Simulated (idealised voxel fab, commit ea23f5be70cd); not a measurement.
Herein follows the process module entitled voxel tone inversion.
Cross-sectional view cut (width: 145 nm; square cell size: 5 nm).
Each cross-section below is a grid of square cells, stated as bands in top-down order, with one or more rows of cells making up each band. Within each band entry, the heights of the top and of the bottom of the band appear first, in that order and in nm; the materials of the band then follow from left to right, each with its corresponding width in nm. The designation "all across" on a single material indicates that it fills the band from edge to edge; the designation "empty" indicates empty space. Convention: height 0 is the level below which the wafer, as received, is all one material. The lowest band does not terminate at the bottom but continues downward, represented as "top 0, no bottom". A width such as "30 to 40" changes by the same amount from each row of cells to the next, from the band's top row to its bottom row. The designation "no change", where it is given for a processing step, indicates that no cell of the cross-section was altered in the course of that step. In the "Sealed voids" entry, you get each enclosed empty space of 8 cells or more, one with no open way to the top, written width x height at distance, distance from the left edge, in nm. On a step's line, text after the settings is the simulator commenting on that step. Among the settings permitted on a step's line is "overlay nm"; applied to a step with a mask, it specifies the extent to which the mask lay to the right of its planned position, whereas a negative figure signifies a position to the left.

## The process steps that were planned are listed below
1) RECEIVE | material Si
2) CONFORMAL_DEP | material SiN | thk nm 10
3) DIRECTIONAL_DEP | material polySi | thk nm 15
4) PATTERN | tone cover | mask id POSTS | material resist | width nm 15 | pitch nm 30 | thk nm 25 | overlay nm 0
5) DIRECTIONAL_ETCH | etch materials polySi | depth nm 15
6) STRIP | etch materials resist
7) FILL_DEP | material SiO2 | thk nm 10
8) CMP | height nm 25
9) STRIP | etch materials polySi
10) CONFORMAL_DEP | material TiN | thk nm 5
11) FILL_DEP | material Ru | thk nm 10
12) CMP | height nm 25
13) CONFORMAL_DEP | material SiCN | thk nm 5

## Cross-section of the wafer at receipt, which is the condition after step 1
  top 0, no bottom = Si all across
  Sealed voids: none

## End-of-module cross-section of the first of two wafers, processed as planned
  top 30, bottom 25 = SiCN all across
  top 25, bottom 15 = SiO2: 35 | TiN: 5 | Ru: 5 | TiN: 5 | SiO2: 15 | TiN: 5 | Ru: 5 | TiN: 5 | SiO2: 15 | TiN: 5 | Ru: 5 | TiN: 5 | SiO2: 35
  top 15, bottom 10 = SiO2: 35 | TiN: 15 | SiO2: 15 | TiN: 15 | SiO2: 15 | TiN: 15 | SiO2: 35
  top 10, bottom 0 = SiN all across
  top 0, no bottom = Si all across
  Sealed voids: none

## Cross-section at end of module for the second wafer of two, which matched the first in starting point and plan and differed by one mistake in its processing
  top 30, bottom 25 = SiCN all across
  top 25, bottom 15 = Ru: 30 | TiN: 5 | SiO2: 15 | TiN: 5 | Ru: 5 | TiN: 5 | SiO2: 15 | TiN: 5 | Ru: 5 | TiN: 5 | SiO2: 15 | TiN: 5 | Ru: 30
  top 15, bottom 10 = TiN: 35 | SiO2: 15 | TiN: 15 | SiO2: 15 | TiN: 15 | SiO2: 15 | TiN: 35
  top 10, bottom 0 = SiN all across
  top 0, no bottom = Si all across
  Sealed voids: none
Deviation from plan: heads up, step 4 didn't go per plan, it actually ran as PATTERN | tone open | mask id POSTS | material resist | width nm 15 | pitch nm 30 | thk nm 25 | overlay nm 0
Looking at both finished wafers in cells, the second ends up ahead of or behind the first on some materials: 22 more of Ru, 33 fewer of SiO2, 11 more of TiN
